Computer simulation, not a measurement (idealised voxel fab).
Presented below is a process module, voxel self aligned vias.
cross-section cut | 265 nm wide | cells 5 nm
Notation: cross-section as square-cell grid; stated in bands, top first, going down; one or more cell rows per band. For a band, the entry starts with two heights in nm, that of the top and then that of the bottom, and carries on with the band's materials in order from left to right, each alongside its width in nm; the word "full width" beside a single material means it fills the band edge to edge, and "empty" means empty space. Heads up on the height convention: 0 is the point under which the incoming wafer is all one material, and the lowest band has no bottom, it just keeps going down, like "0 nm and below". Graded width ("30 to 40"): value in top row of band = first number; value in bottom row = second number; row-to-row change constant. No cell of the cross-section changed in a step that is given as "stayed the same". Heads up: "Unvented internal voids" only lists the empty pockets with no open path to the top that are 8 cells or more, and it writes them as width x height at distance, distance from the left edge, in nm. That trailing text on a step's line, after the settings, is the simulator's own remark on the step. The optional step-line setting "overlay nm" applies to steps with a mask and quantifies how far to the right of its planned location the mask lay, a negative value indicating leftward placement.
-- The steps planned for the process are as follows
1) RECEIVE [material Si]
2) CONFORMAL_DEP [material SiO2] [thk nm 15]
3) CONFORMAL_DEP [material SiCN] [thk nm 5]
4) DIRECTIONAL_DEP [material SiO2] [thk nm 30]
5) MASKED_ETCH [tone open] [mask id LINES] [width nm 25] [pitch nm 60] [etch materials SiO2] [depth nm 30] [overlay nm 0]
6) CONFORMAL_DEP [material TiN] [thk nm 5]
7) FILL_DEP [material W] [thk nm 5]
8) CMP [height nm 50]
9) SELECTIVE_ETCH [etch materials W Ru TiN] [depth nm 10]
10) FILL_DEP [material SiN] [thk nm 10]
11) CMP [height nm 50]
12) DIRECTIONAL_DEP [material SiO2] [thk nm 15]
13) MASKED_ETCH [tone open] [mask id VIAS] [width nm 45] [pitch nm 60] [etch materials SiO2] [depth nm 15] [overlay nm 0]
14) MASKED_ETCH [tone open] [mask id VIAS] [width nm 45] [pitch nm 60] [etch materials SiN] [depth nm 10] [overlay nm 0]
15) CONFORMAL_DEP [material TiN] [thk nm 5]
16) FILL_DEP [material Ru] [thk nm 5]
17) CMP [height nm 65]
18) CONFORMAL_DEP [material SiCN] [thk nm 5]
-- Wafer, first of two, run as planned
-- Cross-section of the incoming wafer, state after step 1
    0 nm and below: Si full width
    Unvented internal voids: none
-- Wafer after step 2 (cross-section)
    15 nm to 0 nm: SiO2 full width
    No changes below 0.
-- Wafer after step 3 (cross-section)
    20 nm to 15 nm: SiCN full width
    No changes below 15.
-- Wafer after step 4 (cross-section)
    50 nm to 20 nm: SiO2 full width
    No changes below 20.
-- Wafer after step 5 (cross-section)
    50 nm to 20 nm: SiO2 (60); empty (25); SiO2 (35); empty (25); SiO2 (35); empty (25); SiO2 (60)
    No changes below 20.
-- Wafer after step 6 (cross-section)
    55 nm to 50 nm: TiN (65); empty (15); TiN (45); empty (15); TiN (45); empty (15); TiN (65)
    50 nm to 25 nm: SiO2 (60); TiN (5); empty (15); TiN (5); SiO2 (35); TiN (5); empty (15); TiN (5); SiO2 (35); TiN (5); empty (15); TiN (5); SiO2 (60)
    25 nm to 20 nm: SiO2 (60); TiN (25); SiO2 (35); TiN (25); SiO2 (35); TiN (25); SiO2 (60)
    No changes below 20.
-- Wafer after step 7 (cross-section)
    60 nm to 55 nm: W full width
    55 nm to 50 nm: TiN (65); W (15); TiN (45); W (15); TiN (45); W (15); TiN (65)
    50 nm to 25 nm: SiO2 (60); TiN (5); W (15); TiN (5); SiO2 (35); TiN (5); W (15); TiN (5); SiO2 (35); TiN (5); W (15); TiN (5); SiO2 (60)
    No changes below 25.
-- Wafer after step 8 (cross-section)
    50 nm to 25 nm: SiO2 (60); TiN (5); W (15); TiN (5); SiO2 (35); TiN (5); W (15); TiN (5); SiO2 (35); TiN (5); W (15); TiN (5); SiO2 (60)
    No changes below 25.
-- Wafer after step 9 (cross-section)
    50 nm to 40 nm: SiO2 (60); empty (25); SiO2 (35); empty (25); SiO2 (35); empty (25); SiO2 (60)
    No changes below 40.
-- Wafer after step 10 (cross-section)
    60 nm to 50 nm: SiN full width
    50 nm to 40 nm: SiO2 (60); SiN (25); SiO2 (35); SiN (25); SiO2 (35); SiN (25); SiO2 (60)
    No changes below 40.
-- Wafer after step 11 (cross-section)
    50 nm to 40 nm: SiO2 (60); SiN (25); SiO2 (35); SiN (25); SiO2 (35); SiN (25); SiO2 (60)
    No changes below 40.
-- Wafer after step 12 (cross-section)
    65 nm to 50 nm: SiO2 full width
    No changes below 50.
-- Wafer after step 13 (cross-section)
    65 nm to 50 nm: SiO2 (50); empty (45); SiO2 (15); empty (45); SiO2 (15); empty (45); SiO2 (50)
    No changes below 50.
-- Wafer after step 14 (cross-section)
    65 nm to 50 nm: SiO2 (50); empty (45); SiO2 (15); empty (45); SiO2 (15); empty (45); SiO2 (50)
    50 nm to 40 nm: SiO2 (60); empty (25); SiO2 (35); empty (25); SiO2 (35); empty (25); SiO2 (60)
    No changes below 40.
-- Wafer after step 15 (cross-section)
    70 nm to 65 nm: TiN (55); empty (35); TiN (25); empty (35); TiN (25); empty (35); TiN (55)
    65 nm to 55 nm: SiO2 (50); TiN (5); empty (35); TiN (5); SiO2 (15); TiN (5); empty (35); TiN (5); SiO2 (15); TiN (5); empty (35); TiN (5); SiO2 (50)
    55 nm to 45 nm: SiO2 (50 to 60); TiN (15 to 5); empty (15); TiN (15 to 5); SiO2 (15 to 35); TiN (15 to 5); empty (15); TiN (15 to 5); SiO2 (15 to 35); TiN (15 to 5); empty (15); TiN (15 to 5); SiO2 (50 to 60)
    45 nm to 40 nm: SiO2 (60); TiN (25); SiO2 (35); TiN (25); SiO2 (35); TiN (25); SiO2 (60)
    No changes below 40.
-- Wafer after step 16 (cross-section)
    75 nm to 70 nm: Ru full width
    70 nm to 65 nm: TiN (55); Ru (35); TiN (25); Ru (35); TiN (25); Ru (35); TiN (55)
    65 nm to 55 nm: SiO2 (50); TiN (5); Ru (35); TiN (5); SiO2 (15); TiN (5); Ru (35); TiN (5); SiO2 (15); TiN (5); Ru (35); TiN (5); SiO2 (50)
    55 nm to 45 nm: SiO2 (50 to 60); TiN (15 to 5); Ru (15); TiN (15 to 5); SiO2 (15 to 35); TiN (15 to 5); Ru (15); TiN (15 to 5); SiO2 (15 to 35); TiN (15 to 5); Ru (15); TiN (15 to 5); SiO2 (50 to 60)
    No changes below 45.
-- Wafer after step 17 (cross-section)
    65 nm to 55 nm: SiO2 (50); TiN (5); Ru (35); TiN (5); SiO2 (15); TiN (5); Ru (35); TiN (5); SiO2 (15); TiN (5); Ru (35); TiN (5); SiO2 (50)
    No changes below 55.
-- Wafer after step 18 (cross-section)
    70 nm to 65 nm: SiCN full width
    No changes below 65.
-- Second of two: same start, same plan, one run error; steps up to and including 12 match the first
-- X-section, second wafer, when step 13 was due to finish
    65 nm to 50 nm: empty (50); SiO2 (45); empty (15); SiO2 (45); empty (15); SiO2 (45); empty (50)
    No changes below 50.
X-section, second wafer, when step 14 was due to finish: stayed the same
-- X-section, second wafer, when step 15 was due to finish
    70 nm to 65 nm: empty (45); TiN (55); empty (5); TiN (55); empty (5); TiN (55); empty (45)
    65 nm to 55 nm: empty (45); TiN (5); SiO2 (45); TiN (5); empty (5); TiN (5); SiO2 (45); TiN (5); empty (5); TiN (5); SiO2 (45); TiN (5); empty (45)
    55 nm to 50 nm: TiN (50); SiO2 (45); TiN (15); SiO2 (45); TiN (15); SiO2 (45); TiN (50)
    No changes below 50.
-- X-section, second wafer, when step 16 was due to finish
    75 nm to 70 nm: Ru full width
    70 nm to 65 nm: Ru (45); TiN (55); Ru (5); TiN (55); Ru (5); TiN (55); Ru (45)
    65 nm to 55 nm: Ru (45); TiN (5); SiO2 (45); TiN (5); Ru (5); TiN (5); SiO2 (45); TiN (5); Ru (5); TiN (5); SiO2 (45); TiN (5); Ru (45)
    No changes below 55.
-- X-section, second wafer, when step 17 was due to finish
    65 nm to 55 nm: Ru (45); TiN (5); SiO2 (45); TiN (5); Ru (5); TiN (5); SiO2 (45); TiN (5); Ru (5); TiN (5); SiO2 (45); TiN (5); Ru (45)
    No changes below 55.
-- X-section, second wafer, when step 18 was due to finish
    70 nm to 65 nm: SiCN full width
    No changes below 65.
Processing error: step 13 ran differently from the plan; actual operation with settings: MASKED_ETCH [tone cover] [mask id VIAS] [width nm 45] [pitch nm 60] [etch materials SiO2] [depth nm 15] [overlay nm 0]
Per the end-of-run cell counts, the second wafer holds more or fewer of some materials than the first: -20 Ru, +30 SiN, +3 SiO2, -13 TiN
